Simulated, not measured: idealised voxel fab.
process module | voxel tone inversion
Each square cell in cross-section cut measures 5 nm, and the section as a whole is 290 nm wide.
In what follows, cross-sections appear as grids of square cells, described through bands that run from the top down, where every band is one or more rows of cells.
The band entry comprises the height of the band's top followed by the height of its bottom, expressed in nm, and subsequently the band's materials from left to right, each stated together with its width in nm. Where a single material is marked with the word "full width", that material fills the band from edge to edge. The word "blank" represents empty space.
Zero point of the height axis is 0; under it, received wafer = one material. Lowest band: continues down indefinitely, "z 0 and below".
The expression "30->40" gives the width at the extremes of the band, the first number at its top row of cells and the second at its bottom row, with the width changing by equal amounts from each row to the next in between.
Any step labelled "all unchanged" changed none of the cells in the cross-section.
Empty spaces counting at least 8 cells and having no open way to the top are listed in "Cavities, closed". The notation width x height at distance is used for each, the distance being from the left edge and all three values in nm.
What comes after the settings on a step's line is commentary from the simulator itself on that step.
"overlay nm" on a masked step: distance the mask lay right of its planned place, negative for left.
SO HERE'S THE LINEUP OF PROCESS STEPS WE PLANNED
1 RECEIVE: material Si
2 CONFORMAL_DEP: material SiCN, thk nm 10
3 DIRECTIONAL_DEP: material polySi, thk nm 15
4 PATTERN: tone cover, mask id POSTS, material resist, width nm 20, pitch nm 50, thk nm 20, overlay nm 0
5 DIRECTIONAL_ETCH: etch materials polySi, depth nm 15
6 STRIP: etch materials resist
7 FILL_DEP: material lowk, thk nm 10
8 CMP: height nm 25
9 STRIP: etch materials polySi
10 CONFORMAL_DEP: material TiN, thk nm 5
11 FILL_DEP: material W, thk nm 10
12 CMP: height nm 25
13 CONFORMAL_DEP: material SiN, thk nm 5
CROSS-SECTION OF THE WAFER AT RECEIPT, WHICH IS THE CONDITION AFTER STEP 1
* z 0 and below  Si full width
* Cavities, closed: none
FIRST OF TWO WAFERS, END-OF-MODULE SECTION, RUN FOLLOWED PLAN
* z 30 to 25  SiN full width
* z 25 to 15  lowk (110); TiN (5); W (10); TiN (5); lowk (30); TiN (5); W (10); TiN (5); lowk (110)
* z 15 to 10  lowk (110); TiN (20); lowk (30); TiN (20); lowk (110)
* z 10 to 0  SiCN full width
* z 0 and below  Si full width
* Cavities, closed: none
CROSS-SECTION OF THE LATTER OF THE TWO WAFERS AT MODULE COMPLETION. IT HAD AN IDENTICAL START AND AN IDENTICAL PLAN TO THE FORMER; IN RUNNING IT, ONE MISTAKE WAS MADE
* z 30 to 25  SiN full width
* z 25 to 15  lowk (110); TiN (5); W (15); TiN (5); lowk (25); TiN (5); W (15); TiN (5); lowk (105)
* z 15 to 10  lowk (110); TiN (25); lowk (25); TiN (25); lowk (105)
* z 10 to 0  SiCN full width
* z 0 and below  Si full width
* Cavities, closed: none
Finding, execution versus plan: rather than as planned, step 4 actually ran as PATTERN: tone cover, mask id POSTS, material resist, width nm 25, pitch nm 50, thk nm 20, overlay nm 0
The second wafer ends with more or fewer cells of some materials than the first, per final count: TiN +2; W +4; lowk -6
